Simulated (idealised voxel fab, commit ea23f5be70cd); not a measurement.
process module | voxel self aligned contacts
cross-section cut | 220 nm wide | cells 5 nm
A cross-section is a grid of square cells, given in bands from the top down. A band is one or more rows of cells.
Each band's line starts with the height of the band's top and of its bottom, in nm. Then come its materials from left to right, each with its width in nm. One material with "throughout" fills the band from edge to edge. "air" is empty space.
Height 0 is the level under which the wafer as received is all one material. The lowest band goes on downwards, as in "0 down".
A width such as "30 to 40" changes by the same amount from each row of cells to the next, from the band's top row to its bottom row.
"no change" after a step means that no cell of the cross-section changed.
closed voids: empty space of 8 cells or more with no open way to the top, each as width x height at its distance from the left edge, in nm
after a step's settings: what the simulator itself notes on the step
overlay nm, on a step with a mask: how far to the right of its planned place the mask lay; to the left if negative
plan
1 op RECEIVE | material Si
2 op CONFORMAL_DEP | material SiO2 | thk nm 5
3 op DIRECTIONAL_DEP | material polySi | thk nm 25
4 op DIRECTIONAL_DEP | material SiN | thk nm 25
5 op PATTERN | tone cover | mask id GATE | material resist | width nm 30 | pitch nm 75 | thk nm 20 | overlay nm 0
6 op DIRECTIONAL_ETCH | etch materials SiN | depth nm 25
7 op DIRECTIONAL_ETCH | etch materials polySi | depth nm 25
8 op STRIP | etch materials resist
9 op CONFORMAL_DEP | material SiN | thk nm 10
10 op DIRECTIONAL_ETCH | etch materials SiN | depth nm 10
11 op FILL_DEP | material SiO2 | thk nm 15
12 op CMP | height nm 60
13 op MASKED_ETCH | tone open | mask id CONTACT | width nm 55 | etch materials SiO2 | depth nm 60 | overlay nm 0
14 op CONFORMAL_DEP | material TiN | thk nm 5
15 op FILL_DEP | material W | thk nm 5
16 op CMP | height nm 60
17 op CONFORMAL_DEP | material SiCN | thk nm 5
as received, after step 1
  0 down: Si throughout
  closed voids: none
first wafer at the end, as planned
  65 to 60: SiCN throughout
  60 to 55: SiO2 80 | TiN 20 | W 15 | TiN 20 | SiO2 85
  55 to 30: SiO2 45 | SiN 50 | TiN 5 | W 15 | TiN 5 | SiN 50 | SiO2 50
  30 to 5: SiO2 45 | SiN 10 | polySi 30 | SiN 10 | TiN 5 | W 15 | TiN 5 | SiN 10 | polySi 30 | SiN 10 | SiO2 50
  5 to 0: SiO2 95 | TiN 25 | SiO2 100
  0 down: Si throughout
  closed voids: none
second wafer at the end: like start, like plan, one mistake
  65 to 60: SiCN throughout
  60 to 55: SiO2 80 | TiN 55 | SiO2 85
  55 to 30: SiN 65 | SiO2 10 | SiN 65 | SiO2 10 | SiN 70
  30 to 5: polySi 55 | SiN 10 | SiO2 10 | SiN 10 | polySi 45 | SiN 10 | SiO2 10 | SiN 10 | polySi 60
  5 to 0: SiO2 throughout
  0 down: Si throughout
  closed voids: none
what went wrong: step 5 ran as: op PATTERN | tone open | mask id GATE | material resist | width nm 30 | pitch nm 75 | thk nm 20 | overlay nm 0
at the end the second wafer has, in cells: 100 more of SiN | 145 fewer of SiO2 | 22 fewer of TiN | 33 fewer of W | 100 more of polySi
